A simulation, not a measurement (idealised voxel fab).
process module | voxel capacitor over wiring
cross-section cut | 160 nm wide | cells 5 nm
A cross-section is a grid of square cells, given in bands from the top down. A band is one or more rows of cells.
Each band's line starts with the height of the band's top and of its bottom, in nm. Then come its materials from left to right, each with its width in nm. One material with "throughout" fills the band from edge to edge. "air" is empty space.
Height 0 is the level under which the wafer as received is all one material. The lowest band goes on downwards, as in "0 down".
A width such as "30 to 40" changes by the same amount from each row of cells to the next, from the band's top row to its bottom row.
"no change" after a step means that no cell of the cross-section changed.
closed voids: empty space of 8 cells or more with no open way to the top, each as width x height at its distance from the left edge, in nm
after a step's settings: what the simulator itself notes on the step
overlay nm, on a step with a mask: how far to the right of its planned place the mask lay; to the left if negative
plan
1 op RECEIVE | material Si
2 op CONFORMAL_DEP | material SiO2 | thk nm 15
3 op CONFORMAL_DEP | material SiCN | thk nm 5
4 op DIRECTIONAL_DEP | material lowk | thk nm 15
5 op PATTERN | tone open | mask id METAL_1 | material resist | width nm 30 | pitch nm 95 | thk nm 20 | overlay nm 0
6 op DIRECTIONAL_ETCH | etch materials lowk | depth nm 15
7 op DIRECTIONAL_ETCH | etch materials SiCN | depth nm 5
8 op STRIP | etch materials resist
9 op CONFORMAL_DEP | material TiN | thk nm 5
10 op FILL_DEP | material Ru | thk nm 10
11 op CMP | height nm 35
12 op CONFORMAL_DEP | material SiCN | thk nm 5
13 op DIRECTIONAL_DEP | material lowk | thk nm 10
14 op MASKED_ETCH | tone open | mask id PLUG_1 | width nm 15 | etch materials lowk | depth nm 10 | overlay nm 0
15 op MASKED_ETCH | tone open | mask id PLUG_1 | width nm 15 | etch materials SiCN | depth nm 5 | overlay nm 0
16 op EPI | material Ru | thk nm 10
17 op EPI | material Ru | thk nm 5
18 op DIRECTIONAL_DEP | material TiN | thk nm 5
19 op DIRECTIONAL_DEP | material Al2O3 | thk nm 5
20 op DIRECTIONAL_DEP | material TiN | thk nm 10
21 op MASKED_ETCH | tone cover | mask id UPPER_PLATE | width nm 70 | etch materials TiN | depth nm 10 | overlay nm 0
22 op MASKED_ETCH | tone cover | mask id UPPER_PLATE | width nm 70 | etch materials Al2O3 | depth nm 5 | overlay nm 0
23 op PATTERN | tone cover | mask id LOWER_PLATE | material resist | width nm 80 | thk nm 20 | overlay nm 0
24 op DIRECTIONAL_ETCH | etch materials TiN | depth nm 5
25 op STRIP | etch materials resist
26 op FILL_DEP | material SiO2 | thk nm 15
27 op CMP | height nm 80
28 op PATTERN | tone open | mask id PLUG_2 | material resist | width nm 15 | thk nm 15 | overlay nm 0
29 op DIRECTIONAL_ETCH | etch materials SiO2 | depth nm 10
30 op STRIP | etch materials resist
31 op CONFORMAL_DEP | material TiN | thk nm 5
32 op FILL_DEP | material Cu | thk nm 10
33 op CMP | height nm 80
34 op CONFORMAL_DEP | material SiN | thk nm 5
as received, after step 1
  0 down: Si throughout
  closed voids: none
a wafer at the end: this start, this plan, one mistake
  85 to 80: SiN throughout
  80 to 75: SiO2 40 | TiN 5 | Cu 5 | TiN 5 | SiO2 105
  75 to 70: SiO2 40 | TiN 15 | SiO2 105
  70 to 60: SiO2 30 | TiN 70 | SiO2 60
  60 to 55: SiO2 30 | Al2O3 70 | SiO2 60
  55 to 50: SiO2 25 | TiN 80 | SiO2 55
  50 to 40: lowk 30 | Ru 15 | lowk 115
  40 to 35: SiCN 30 | Ru 15 | SiCN 115
  35 to 25: lowk 15 | TiN 5 | Ru 20 | TiN 5 | lowk 65 | TiN 5 | Ru 20 | TiN 5 | lowk 20
  25 to 20: lowk 15 | TiN 30 | lowk 65 | TiN 30 | lowk 20
  20 to 15: Cu throughout
  15 to 0: SiO2 throughout
  0 down: Si throughout
  closed voids: none
what went wrong: step 3 ran as: op CONFORMAL_DEP | material Cu | thk nm 5
